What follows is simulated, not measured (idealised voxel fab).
process module | voxel self aligned vias
cross-section cut | 275 nm wide | cells 5 nm
A cross-section is a grid of square cells, given in bands from the top down. A band is one or more rows of cells.
Each band's line starts with the height of the band's top and of its bottom, in nm. Then come its materials from left to right, each with its width in nm. One material with "throughout" fills the band from edge to edge. "air" is empty space.
Height 0 is the level under which the wafer as received is all one material. The lowest band goes on downwards, as in "0 down".
A width such as "30 to 40" changes by the same amount from each row of cells to the next, from the band's top row to its bottom row.
"no change" after a step means that no cell of the cross-section changed.
closed voids: empty space of 8 cells or more with no open way to the top, each as width x height at its distance from the left edge, in nm
after a step's settings: what the simulator itself notes on the step
overlay nm, on a step with a mask: how far to the right of its planned place the mask lay; to the left if negative
plan
1 op RECEIVE | material Si
2 op CONFORMAL_DEP | material SiO2 | thk nm 10
3 op CONFORMAL_DEP | material SiCN | thk nm 5
4 op DIRECTIONAL_DEP | material lowk | thk nm 20
5 op DIRECTIONAL_DEP | material aC | thk nm 15
6 op PATTERN | tone open | mask id LINES | material resist | width nm 25 | pitch nm 60 | thk nm 35 | overlay nm 0
7 op DIRECTIONAL_ETCH | etch materials aC | depth nm 15
8 op STRIP | etch materials resist
9 op DIRECTIONAL_ETCH | etch materials lowk | depth nm 20
10 op STRIP | etch materials aC
11 op CONFORMAL_DEP | material TiN | thk nm 5
12 op FILL_DEP | material W | thk nm 5
13 op CMP | height nm 35
14 op SELECTIVE_ETCH | etch materials W Ru TiN | depth nm 5
15 op FILL_DEP | material SiN | thk nm 10
16 op CMP | height nm 35
17 op DIRECTIONAL_DEP | material lowk | thk nm 20
18 op PATTERN | tone open | mask id VIAS | material resist | width nm 35 | pitch nm 120 | thk nm 20 | overlay nm 0
19 op DIRECTIONAL_ETCH | etch materials lowk | depth nm 20
20 op DIRECTIONAL_ETCH | etch materials SiN | depth nm 5
21 op STRIP | etch materials resist
22 op CONFORMAL_DEP | material TiN | thk nm 5
23 op FILL_DEP | material W | thk nm 10
24 op CMP | height nm 55
25 op CONFORMAL_DEP | material SiCN | thk nm 5
as received, after step 1
  0 down: Si throughout
  closed voids: none
first wafer at the end, as planned
  60 to 55: SiCN throughout
  55 to 40: lowk 60 | TiN 5 | W 25 | TiN 5 | lowk 85 | TiN 5 | W 25 | TiN 5 | lowk 60
  40 to 35: lowk 60 | TiN 10 | W 15 | TiN 10 | lowk 85 | TiN 10 | W 15 | TiN 10 | lowk 60
  35 to 30: lowk 65 | TiN 25 | lowk 35 | SiN 25 | lowk 35 | TiN 25 | lowk 65
  30 to 20: lowk 65 | TiN 5 | W 15 | TiN 5 | lowk 35 | TiN 5 | W 15 | TiN 5 | lowk 35 | TiN 5 | W 15 | TiN 5 | lowk 65
  20 to 15: lowk 65 | TiN 25 | lowk 35 | TiN 25 | lowk 35 | TiN 25 | lowk 65
  15 to 10: SiCN throughout
  10 to 0: SiO2 throughout
  0 down: Si throughout
  closed voids: none
second wafer at the end: like start, like plan, one mistake
  60 to 55: SiCN throughout
  55 to 40: lowk 60 | TiN 5 | W 25 | TiN 5 | lowk 85 | TiN 5 | W 25 | TiN 5 | lowk 60
  40 to 35: lowk 60 | TiN 35 | lowk 85 | TiN 35 | lowk 60
  35 to 30: SiCN throughout
  30 to 10: lowk throughout
  10 to 0: SiO2 throughout
  0 down: Si throughout
  closed voids: none
what went wrong: steps 3 and 4 were swapped
at the end the second wafer has, in cells: 5 fewer of SiN | 31 fewer of TiN | 24 fewer of W | 60 more of lowk
